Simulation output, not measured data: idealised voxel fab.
Process module in this document: voxel plated lines
Each square cell in cross-section cut measures 5 nm, and the section as a whole is 155 nm wide.
Bands, listed from the top down, are how a cross-section gets written in this document; the cross-section itself is a grid of square cells, and a band is one or more rows of them.
Top height, bottom height, nm. Materials left to right, width each, nm. Single material + "all across" = fills band edge to edge. "air" = empty.
Measure heights from 0. That's the level where, below it, the as-received wafer is all one material. The lowest band is bottomless and extends downward; write it as in "from 0 down".
Graded width ("30..40"): value in top row of band = first number; value in bottom row = second number; row-to-row change constant.
When a step is marked "changes: none", none of the cells in the cross-section changed during that step.
"Sealed void listing" specifies each empty space that is not open to the top and that occupies no fewer than 8 cells, using the form width x height at distance, the distance measured from the left edge and all three quantities in nm.
Formally, on a step line, whatever follows the settings is a remark that the simulator itself makes on the step.
The setting "overlay nm" may be written on the line of a step. When the step uses a mask, the value reports how far to the right of the planned place the mask lay, and a negative value reports that it lay to the left.

[Steps planned for the process]
1,RECEIVE with material Si
2,CONFORMAL_DEP with material SiN, thk nm 15
3,DIRECTIONAL_DEP with material TiN, thk nm 5
4,PATTERN with tone open, mask id LINES, material resist, width nm 25, pitch nm 40, thk nm 25, overlay nm 0
5,EPI with material Ru, thk nm 10
6,EPI with material Ru, thk nm 5
7,STRIP with etch materials resist
8,DIRECTIONAL_ETCH with etch materials TiN, depth nm 5
9,CONFORMAL_DEP with material SiO2, thk nm 10

[The first of two wafers, run as planned]

[Cross-section, incoming material, after step 1]
> from 0 down  Si all across
> Sealed void listing: none

[The wafer, seen in cross-section, after step 2]
> from 15 to 0  SiN all across
> Lower than 0, everything is as it was.

[The wafer, seen in cross-section, after step 3]
> from 20 to 15  TiN all across
> Lower than 15, everything is as it was.

[The wafer, seen in cross-section, after step 4]
> from 45 to 20  resist: 45 / air: 25 / resist: 15 / air: 25 / resist: 45
> Lower than 20, everything is as it was.

[The wafer, seen in cross-section, after step 5]
> from 45 to 30  resist: 45 / air: 25 / resist: 15 / air: 25 / resist: 45
> from 30 to 20  resist: 45 / Ru: 25 / resist: 15 / Ru: 25 / resist: 45
> Lower than 20, everything is as it was.

[The wafer, seen in cross-section, after step 6]
> from 45 to 35  resist: 45 / air: 25 / resist: 15 / air: 25 / resist: 45
> from 35 to 20  resist: 45 / Ru: 25 / resist: 15 / Ru: 25 / resist: 45
> Lower than 20, everything is as it was.

[The wafer, seen in cross-section, after step 7]
> from 35 to 20  air: 45 / Ru: 25 / air: 15 / Ru: 25 / air: 45
> Lower than 20, everything is as it was.

[The wafer, seen in cross-section, after step 8]
> from 35 to 20  air: 45 / Ru: 25 / air: 15 / Ru: 25 / air: 45
> from 20 to 15  air: 45 / TiN: 25 / air: 15 / TiN: 25 / air: 45
> Lower than 15, everything is as it was.

[The wafer, seen in cross-section, after step 9]
> from 45 to 35  air: 35 / SiO2: 85 / air: 35
> from 35 to 25  air: 35 / SiO2: 10 / Ru: 25 / SiO2: 15 / Ru: 25 / SiO2: 10 / air: 35
> from 25 to 20  SiO2: 45 / Ru: 25 / SiO2: 15 / Ru: 25 / SiO2: 45
> from 20 to 15  SiO2: 45 / TiN: 25 / SiO2: 15 / TiN: 25 / SiO2: 45
> Lower than 15, everything is as it was.

[Regarding the second of the two wafers: it shared the first wafer's starting condition and process plan, yet one error occurred during its execution. Its history coincides with that of the first wafer up to and including step 3]

[The second wafer cut through, at the time step 4 was supposed to be finished]
> from 45 to 20  resist: 50 / air: 25 / resist: 15 / air: 25 / resist: 40
> Lower than 20, everything is as it was.

[The second wafer cut through, at the time step 5 was supposed to be finished]
> from 45 to 30  resist: 50 / air: 25 / resist: 15 / air: 25 / resist: 40
> from 30 to 20  resist: 50 / Ru: 25 / resist: 15 / Ru: 25 / resist: 40
> Lower than 20, everything is as it was.

[The second wafer cut through, at the time step 6 was supposed to be finished]
> from 45 to 35  resist: 50 / air: 25 / resist: 15 / air: 25 / resist: 40
> from 35 to 20  resist: 50 / Ru: 25 / resist: 15 / Ru: 25 / resist: 40
> Lower than 20, everything is as it was.

[The second wafer cut through, at the time step 7 was supposed to be finished]
> from 35 to 20  air: 50 / Ru: 25 / air: 15 / Ru: 25 / air: 40
> Lower than 20, everything is as it was.

[The second wafer cut through, at the time step 8 was supposed to be finished]
> from 35 to 20  air: 50 / Ru: 25 / air: 15 / Ru: 25 / air: 40
> from 20 to 15  air: 50 / TiN: 25 / air: 15 / TiN: 25 / air: 40
> Lower than 15, everything is as it was.

[The second wafer cut through, at the time step 9 was supposed to be finished]
> from 45 to 35  air: 40 / SiO2: 85 / air: 30
> from 35 to 25  air: 40 / SiO2: 10 / Ru: 25 / SiO2: 15 / Ru: 25 / SiO2: 10 / air: 30
> from 25 to 20  SiO2: 50 / Ru: 25 / SiO2: 15 / Ru: 25 / SiO2: 40
> from 20 to 15  SiO2: 50 / TiN: 25 / SiO2: 15 / TiN: 25 / SiO2: 40
> Lower than 15, everything is as it was.
So what did we get wrong on this run? it should be noted that step 4 was executed with settings other than those planned, the operation and settings actually applied being PATTERN with tone open, mask id LINES, material resist, width nm 25, pitch nm 40, thk nm 25, overlay nm 5
End check, second vs first wafer: material counts in cells match, positions do not.
